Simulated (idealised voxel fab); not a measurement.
The process module that follows is named voxel wiring stack.
Square cell edge 5 nm, section width 295 nm, ID cut.
Reading order for cross-sections: top band down to bottom band. Underlying form: a grid of square cells. Band size: one or more rows of cells.
Heights first: top, then bottom, in nm. Then materials, left to right, each with a width in nm. "edge to edge" on a single material: fills the band edge to edge. "blank": empty space.
Note: height 0 marks the level under which the wafer is uniformly one material as received. Lowest band unbounded below, written "from 0 down".
Graded width ("30 to 40"): value in top row of band = first number; value in bottom row = second number; row-to-row change constant.
Reading "remained unchanged" for a step: not a cell of the cross-section changed in it.
The label "Encapsulated voids" introduces a list of the empty spaces, 8 cells or larger, that have no open way up to the top; each entry in it reads width x height at distance, where the distance is taken from the left edge and all three are stated in nm.
Note: text after step settings on the step line = simulator remark on that step.
When a step includes a mask, the "overlay nm" setting on its line states how far to the right of its planned place that mask lay, and negative values state how far to the left.
Before/after cross-section pairs, one process step each; after shown to lowest changed band; step and settings beneath. Pairs may be from different runs of this module on the same starting wafer; a pair continues from the one above only where its "Ahead of processing" entry says so.
[Ahead of processing]
from 105 to 90  blank=75 | aC=30 | blank=25 | aC=30 | blank=25 | aC=30 | blank=80
from 90 to 70  blank=75 | W=30 | blank=25 | W=30 | blank=25 | W=30 | blank=80
from 70 to 65  TiN edge to edge
from 65 to 45  lowk=75 | Ru=15 | lowk=95 | Ru=15 | lowk=95
from 45 to 40  SiCN=75 | Ru=15 | SiCN=95 | Ru=15 | SiCN=95
from 40 to 35  SiO2=75 | TiN=30 | SiO2=25 | TiN=30 | SiO2=25 | TiN=30 | SiO2=80
from 35 to 10  TiN edge to edge
from 10 to 0  SiO2 edge to edge
from 0 down  Si edge to edge
Encapsulated voids: none
[Post-Process View]
from 105 to 90  blank=75 | aC=30 | blank=25 | aC=30 | blank=25 | aC=30 | blank=80
from 90 to 70  blank=75 | W=30 | blank=25 | W=30 | blank=25 | W=30 | blank=80
from 70 to 65  blank=75 | TiN=30 | blank=25 | TiN=30 | blank=25 | TiN=30 | blank=80
Note: structure below 65 unchanged.
Encapsulated voids: none
Formally, the process step situated between the two cross-sections above is DIRECTIONAL_ETCH, etch materials TiN, depth nm 5
Ahead of processing: after-state, pair directly above.
[Post-Process View]
from 90 to 70  blank=75 | W=30 | blank=25 | W=30 | blank=25 | W=30 | blank=80
Note: structure below 70 unchanged.
Encapsulated voids: none
Formally, the process step situated between the two cross-sections above is STRIP, etch materials aC
Ahead of processing: after-state, pair directly above.
[Post-Process View]
from 95 to 90  SiO2 edge to edge
from 90 to 70  SiO2=75 | W=30 | SiO2=25 | W=30 | SiO2=25 | W=30 | SiO2=80
from 70 to 65  SiO2=75 | TiN=30 | SiO2=25 | TiN=30 | SiO2=25 | TiN=30 | SiO2=80
Note: structure below 65 unchanged.
Encapsulated voids: none
Formally, the process step situated between the two cross-sections above is FILL_DEP, material SiO2, thk nm 5
Ahead of processing: after-state, pair directly above.
[Post-Process View]
from 90 to 70  SiO2=75 | W=30 | SiO2=25 | W=30 | SiO2=25 | W=30 | SiO2=80
Note: structure below 70 unchanged.
Encapsulated voids: none
Formally, the process step situated between the two cross-sections above is CMP, height nm 90
Ahead of processing: after-state, pair directly above.
[Post-Process View]
from 95 to 90  SiCN edge to edge
Note: structure below 90 unchanged.
Encapsulated voids: none
Formally, the process step situated between the two cross-sections above is CONFORMAL_DEP, material SiCN, thk nm 5
[Ahead of processing]
from 40 to 15  Ru edge to edge
from 15 to 10  TiN edge to edge
from 10 to 0  SiO2 edge to edge
from 0 down  Si edge to edge
Encapsulated voids: none
[Post-Process View]
from 40 to 15  Ru=75 | blank=30 | Ru=25 | blank=30 | Ru=25 | blank=30 | Ru=80
Note: structure below 15 unchanged.
Encapsulated voids: none
Formally, the process step situated between the two cross-sections above is MASKED_ETCH, tone open, mask id METAL_1, width nm 30, pitch nm 55, etch materials Ru, depth nm 25, overlay nm 0
Ahead of processing: after-state, pair directly above.
[Post-Process View]
from 50 to 40  SiO2 edge to edge
from 40 to 15  Ru=75 | SiO2=30 | Ru=25 | SiO2=30 | Ru=25 | SiO2=30 | Ru=80
Note: structure below 15 unchanged.
Encapsulated voids: none
Formally, the process step situated between the two cross-sections above is FILL_DEP, material SiO2, thk nm 10
Ahead of processing: after-state, pair directly above.
[Post-Process View]
from 40 to 15  Ru=75 | SiO2=30 | Ru=25 | SiO2=30 | Ru=25 | SiO2=30 | Ru=80
Note: structure below 15 unchanged.
Encapsulated voids: none
Formally, the process step situated between the two cross-sections above is CMP, height nm 40
Ahead of processing: after-state, pair directly above.
[Post-Process View]
from 45 to 40  SiCN edge to edge
Note: structure below 40 unchanged.
Encapsulated voids: none
Formally, the process step situated between the two cross-sections above is CONFORMAL_DEP, material SiCN, thk nm 5
Ahead of processing: after-state, pair directly above.
[Post-Process View]
from 65 to 45  lowk edge to edge
Note: structure below 45 unchanged.
Encapsulated voids: none
Formally, the process step situated between the two cross-sections above is DIRECTIONAL_DEP, material lowk, thk nm 20
Ahead of processing: after-state, pair directly above.
[Post-Process View]
from 85 to 65  resist=75 | blank=15 | resist=95 | blank=15 | resist=95
Note: structure below 65 unchanged.
Encapsulated voids: none
Formally, the process step situated between the two cross-sections above is PATTERN, tone open, mask id PLUG_1, material resist, width nm 15, pitch nm 110, thk nm 20, overlay nm 0
Ahead of processing: after-state, pair directly above.
[Post-Process View]
from 85 to 65  resist=75 | blank=15 | resist=95 | blank=15 | resist=95
from 65 to 45  lowk=75 | blank=15 | lowk=95 | blank=15 | lowk=95
Note: structure below 45 unchanged.
Encapsulated voids: none
Formally, the process step situated between the two cross-sections above is DIRECTIONAL_ETCH, etch materials lowk, depth nm 20
Ahead of processing: after-state, pair directly above.
[Post-Process View]
from 85 to 65  resist=75 | blank=15 | resist=95 | blank=15 | resist=95
from 65 to 45  lowk=75 | blank=15 | lowk=95 | blank=15 | lowk=95
from 45 to 40  SiCN=75 | blank=15 | SiCN=95 | blank=15 | SiCN=95
Note: structure below 40 unchanged.
Encapsulated voids: none
Formally, the process step situated between the two cross-sections above is DIRECTIONAL_ETCH, etch materials SiCN, depth nm 5
Ahead of processing: after-state, pair directly above.
[Post-Process View]
from 65 to 45  lowk=75 | blank=15 | lowk=95 | blank=15 | lowk=95
Note: structure below 45 unchanged.
Encapsulated voids: none
Formally, the process step situated between the two cross-sections above is STRIP, etch materials resist
Ahead of processing: after-state, pair directly above.
[Post-Process View]
from 70 to 65  TiN=75 | blank=15 | TiN=95 | blank=15 | TiN=95
from 65 to 45  lowk=75 | blank=15 | lowk=95 | blank=15 | lowk=95
from 45 to 40  SiCN=75 | TiN=15 | SiCN=95 | TiN=15 | SiCN=95
Note: structure below 40 unchanged.
Encapsulated voids: none
Formally, the process step situated between the two cross-sections above is DIRECTIONAL_DEP, material TiN, thk nm 5
Ahead of processing: after-state, pair directly above.
[Post-Process View]
from 90 to 70  W=75 | blank=15 | W=95 | blank=15 | W=95
from 70 to 65  TiN=75 | blank=15 | TiN=95 | blank=15 | TiN=95
from 65 to 45  lowk=75 | W=15 | lowk=95 | W=15 | lowk=95
Note: structure below 45 unchanged.
Encapsulated voids: none
Formally, the process step situated between the two cross-sections above is DIRECTIONAL_DEP, material W, thk nm 20
Ahead of processing: after-state, pair directly above.
[Post-Process View]
from 105 to 90  aC=75 | blank=15 | aC=95 | blank=15 | aC=95
from 90 to 80  W=75 | blank=15 | W=95 | blank=15 | W=95
from 80 to 70  W=75 | aC=15 | W=95 | aC=15 | W=95
from 70 to 65  TiN=75 | aC=15 | TiN=95 | aC=15 | TiN=95
Note: structure below 65 unchanged.
Encapsulated voids: none
Formally, the process step situated between the two cross-sections above is DIRECTIONAL_DEP, material aC, thk nm 15
Ahead of processing: after-state, pair directly above.
[Post-Process View]
from 140 to 105  blank=75 | resist=30 | blank=25 | resist=30 | blank=25 | resist=30 | blank=80
from 105 to 90  aC=75 | resist=15 | aC=95 | resist=15 | aC=95
from 90 to 80  W=75 | resist=15 | W=95 | resist=15 | W=95
Note: structure below 80 unchanged.
Encapsulated voids: none
Formally, the process step situated between the two cross-sections above is PATTERN, tone cover, mask id METAL_2, material resist, width nm 30, pitch nm 55, thk nm 35, overlay nm 0
Ahead of processing: after-state, pair directly above.
[Post-Process View]
from 125 to 105  blank=75 | resist=30 | blank=25 | resist=30 | blank=25 | resist=30 | blank=80
from 105 to 90  blank=75 | resist=15 | aC=15 | blank=25 | aC=30 | blank=25 | resist=15 | aC=15 | blank=80
Note: structure below 90 unchanged.
Encapsulated voids: none
Formally, the process step situated between the two cross-sections above is DIRECTIONAL_ETCH, etch materials aC, depth nm 15
Ahead of processing: after-state, pair directly above.
[Post-Process View]
from 105 to 90  blank=90 | aC=15 | blank=25 | aC=30 | blank=40 | aC=15 | blank=80
from 90 to 80  W=75 | blank=15 | W=95 | blank=15 | W=95
Note: structure below 80 unchanged.
Encapsulated voids: none
Formally, the process step situated between the two cross-sections above is STRIP, etch materials resist
Ahead of processing: after-state, pair directly above.
[Post-Process View]
from 105 to 90  blank=90 | aC=15 | blank=25 | aC=30 | blank=40 | aC=15 | blank=80
from 90 to 80  blank=90 | W=15 | blank=25 | W=30 | blank=40 | W=15 | blank=80
from 80 to 70  blank=75 | aC=15 | W=15 | blank=25 | W=30 | blank=25 | aC=15 | W=15 | blank=80
Note: structure below 70 unchanged.
Encapsulated voids: none
Formally, the process step situated between the two cross-sections above is DIRECTIONAL_ETCH, etch materials W, depth nm 20
Ahead of processing: after-state, pair directly above.
[Post-Process View]
from 105 to 90  blank=90 | aC=15 | blank=25 | aC=30 | blank=40 | aC=15 | blank=80
from 90 to 80  blank=90 | W=15 | blank=25 | W=30 | blank=40 | W=15 | blank=80
from 80 to 70  blank=75 | aC=15 | W=15 | blank=25 | W=30 | blank=25 | aC=15 | W=15 | blank=80
from 70 to 65  blank=75 | aC=15 | TiN=15 | blank=25 | TiN=30 | blank=25 | aC=15 | TiN=15 | blank=80
Note: structure below 65 unchanged.
Encapsulated voids: none
Formally, the process step situated between the two cross-sections above is DIRECTIONAL_ETCH, etch materials TiN, depth nm 5
Ahead of processing: after-state, pair directly above.
[Post-Process View]
from 90 to 70  blank=90 | W=15 | blank=25 | W=30 | blank=40 | W=15 | blank=80
from 70 to 65  blank=90 | TiN=15 | blank=25 | TiN=30 | blank=40 | TiN=15 | blank=80
Note: structure below 65 unchanged.
Encapsulated voids: none
Formally, the process step situated between the two cross-sections above is STRIP, etch materials aC
Ahead of processing: after-state, pair directly above.
[Post-Process View]
from 95 to 90  SiO2 edge to edge
from 90 to 70  SiO2=90 | W=15 | SiO2=25 | W=30 | SiO2=40 | W=15 | SiO2=80
from 70 to 65  SiO2=90 | TiN=15 | SiO2=25 | TiN=30 | SiO2=40 | TiN=15 | SiO2=80
Note: structure below 65 unchanged.
Encapsulated voids: none
Formally, the process step situated between the two cross-sections above is FILL_DEP, material SiO2, thk nm 5
Ahead of processing: after-state, pair directly above.
[Post-Process View]
from 90 to 70  SiO2=90 | W=15 | SiO2=25 | W=30 | SiO2=40 | W=15 | SiO2=80
Note: structure below 70 unchanged.
Encapsulated voids: none
Formally, the process step situated between the two cross-sections above is CMP, height nm 90
Ahead of processing: after-state, pair directly above.
[Post-Process View]
from 95 to 90  SiCN edge to edge
Note: structure below 90 unchanged.
Encapsulated voids: none
Formally, the process step situated between the two cross-sections above is CONFORMAL_DEP, material SiCN, thk nm 5
